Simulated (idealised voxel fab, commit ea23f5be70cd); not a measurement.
Name of the process module below: voxel trench capacitor
The width of the displayed cross-section, cut, is 240 nm; its cells are square, with a size of 5 nm.
Cross-section layout: square cells on a grid; listed as bands, top to bottom; a band spans one or more cell rows. Basically the band line says how high the top is and how high the bottom is, in nm, and then what's in it from left to right, every material with its width in nm. Empty space shows up as "air", and if a single material carries "everywhere" it runs the full band edge to edge. Zero point of the height axis is 0; under it, received wafer = one material. Lowest band: continues down indefinitely, "0 and below". Graded width ("30 to 40"): value in top row of band = first number; value in bottom row = second number; row-to-row change constant. When a step is marked "nothing was modified", none of the cells in the cross-section changed during that step. "Unvented internal voids" means: voids of 8 cells or more that are shut off from the top with no open way through. Written width x height at distance, distance from the left edge, in nm. That trailing text on a step's line, after the settings, is the simulator's own remark on the step. On any step carrying a mask, the "overlay nm" setting, if present on the step's line, tells how far right of its planned place the mask lay; negative values point to the left.

Planned process steps
step 1: RECEIVE with material Si
step 2: CONFORMAL_DEP with material SiN, thk nm 5
step 3: DIRECTIONAL_DEP with material aC, thk nm 15
step 4: PATTERN with tone open, mask id TRENCH, material resist, width nm 25, pitch nm 50, thk nm 30, overlay nm 0
step 5: DIRECTIONAL_ETCH with etch materials aC, depth nm 15
step 6: STRIP with etch materials resist
step 7: DIRECTIONAL_ETCH with etch materials SiN, depth nm 5
step 8: DIRECTIONAL_ETCH with etch materials Si, depth nm 25
step 9: STRIP with etch materials aC
step 10: CONFORMAL_DEP with material SiO2, thk nm 5
step 11: FILL_DEP with material polySi, thk nm 10
step 12: CMP with height nm 5

Cross-section of the incoming wafer, state after step 1
	0 and below: Si everywhere
	Unvented internal voids: none

Run as planned - first of the two wafers cross-sectioned at the end of the module
	5 down to 0: 55 SiN / 5 SiO2 / 15 polySi / 5 SiO2 / 25 SiN / 5 SiO2 / 15 polySi / 5 SiO2 / 25 SiN / 5 SiO2 / 15 polySi / 5 SiO2 / 60 SiN
	0 down to -20: 55 Si / 5 SiO2 / 15 polySi / 5 SiO2 / 25 Si / 5 SiO2 / 15 polySi / 5 SiO2 / 25 Si / 5 SiO2 / 15 polySi / 5 SiO2 / 60 Si
	-20 down to -25: 55 Si / 25 SiO2 / 25 Si / 25 SiO2 / 25 Si / 25 SiO2 / 60 Si
	-25 and below: Si everywhere
	Unvented internal voids: none

Second wafer of the two, sectioned at the end of the module. It began like the first and followed the same plan, but one mistake was made while running it
	5 down to 0: 50 polySi / 5 SiO2 / 25 SiN / 5 SiO2 / 15 polySi / 5 SiO2 / 25 SiN / 5 SiO2 / 15 polySi / 5 SiO2 / 25 SiN / 5 SiO2 / 55 polySi
	0 down to -20: 50 polySi / 5 SiO2 / 25 Si / 5 SiO2 / 15 polySi / 5 SiO2 / 25 Si / 5 SiO2 / 15 polySi / 5 SiO2 / 25 Si / 5 SiO2 / 55 polySi
	-20 down to -25: 55 SiO2 / 25 Si / 25 SiO2 / 25 Si / 25 SiO2 / 25 Si / 60 SiO2
	-25 and below: Si everywhere
	Unvented internal voids: none
What was done differently from what was planned? contrary to plan, step 4 was performed as PATTERN with tone cover, mask id TRENCH, material resist, width nm 25, pitch nm 50, thk nm 30, overlay nm 0
Final comparison by cell count, materials where the second wafer has more or fewer than the first: -90 Si | -18 SiN | +18 SiO2 | +90 polySi
